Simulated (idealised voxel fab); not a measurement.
A process module follows: voxel ribs on slabs.
Cross-section cut: width 240 nm, square cells of 5 nm.
A cross-section is a grid of square cells, given in bands from the top down. A band is one or more rows of cells.
Heights first: top, then bottom, in nm. Then materials, left to right, each with a width in nm. "throughout" on a single material: fills the band edge to edge. "empty": empty space.
Height 0 is the level under which the wafer as received is all one material. The lowest band goes on downwards, as in "z 0 and below".
When a width is written as two numbers, as in "30->40", the first number is the width in the top row of cells of the band and the second is the width in its bottom row, and the width changes by the same amount from each row to the next.
"stayed the same" means the step left every cell of the cross-section as it was.
Each empty space that has no open way to the top and spans at least 8 cells appears under "Sealed cavities" as width x height at distance, the distance counted from the left edge, all in nm.
Whatever follows a step's settings on its line is a remark the simulator itself makes about that step.
A step's line can hold "overlay nm"; with a mask on that step, the setting says how far right of the planned place the mask lay, while a negative setting says it lay to the left.
Process steps (planned)
1: RECEIVE,material Si
2: DIRECTIONAL_DEP,material SiO2,thk nm 20
3: DIRECTIONAL_DEP,material SiN,thk nm 20
4: DIRECTIONAL_DEP,material aC,thk nm 10
5: PATTERN,tone cover,mask id RIB,material resist,width nm 30,thk nm 30,overlay nm 0
6: DIRECTIONAL_ETCH,etch materials aC,depth nm 10
7: STRIP,etch materials resist
8: DIRECTIONAL_ETCH,etch materials SiN,depth nm 15
9: STRIP,etch materials aC
10: MASKED_ETCH,tone cover,mask id SLAB,width nm 60,etch materials SiN,depth nm 5,overlay nm 0
11: FILL_DEP,material SiO2,thk nm 15
12: CMP,height nm 50
13: DIRECTIONAL_DEP,material W,thk nm 5
14: MASKED_ETCH,tone cover,mask id HEATER,width nm 40,etch materials W,depth nm 5,overlay nm 0
15: CONFORMAL_DEP,material SiN,thk nm 10
Step 1 complete: cross-section of the wafer as received
* z 0 and below: Si throughout
* Sealed cavities: none
Cross-section: first of two wafers, module finished, run according to plan
* z 65 to 60: empty 90 nm, then SiN 60 nm, then empty 90 nm
* z 60 to 55: SiN throughout
* z 55 to 50: SiN 100 nm, then W 40 nm, then SiN 100 nm
* z 50 to 40: SiO2 throughout
* z 40 to 25: SiO2 105 nm, then SiN 30 nm, then SiO2 105 nm
* z 25 to 20: SiO2 90 nm, then SiN 60 nm, then SiO2 90 nm
* z 20 to 0: SiO2 throughout
* z 0 and below: Si throughout
* Sealed cavities: none
Cross-section, second wafer: same start as the first, same plan as the first, one mistake in running it; taken at the end of the module
* z 65 to 60: empty 90 nm, then SiN 60 nm, then empty 90 nm
* z 60 to 55: SiN throughout
* z 55 to 50: SiN 100 nm, then W 40 nm, then SiN 100 nm
* z 50 to 20: SiO2 throughout
* z 20 to 0: SiN throughout
* z 0 and below: Si throughout
* Sealed cavities: none
Run error: order of steps 2 and 3 inverted relative to the plan
Heads up, by the end the second wafer has more or fewer cells of some materials compared to the first: +162 SiN; -162 SiO2
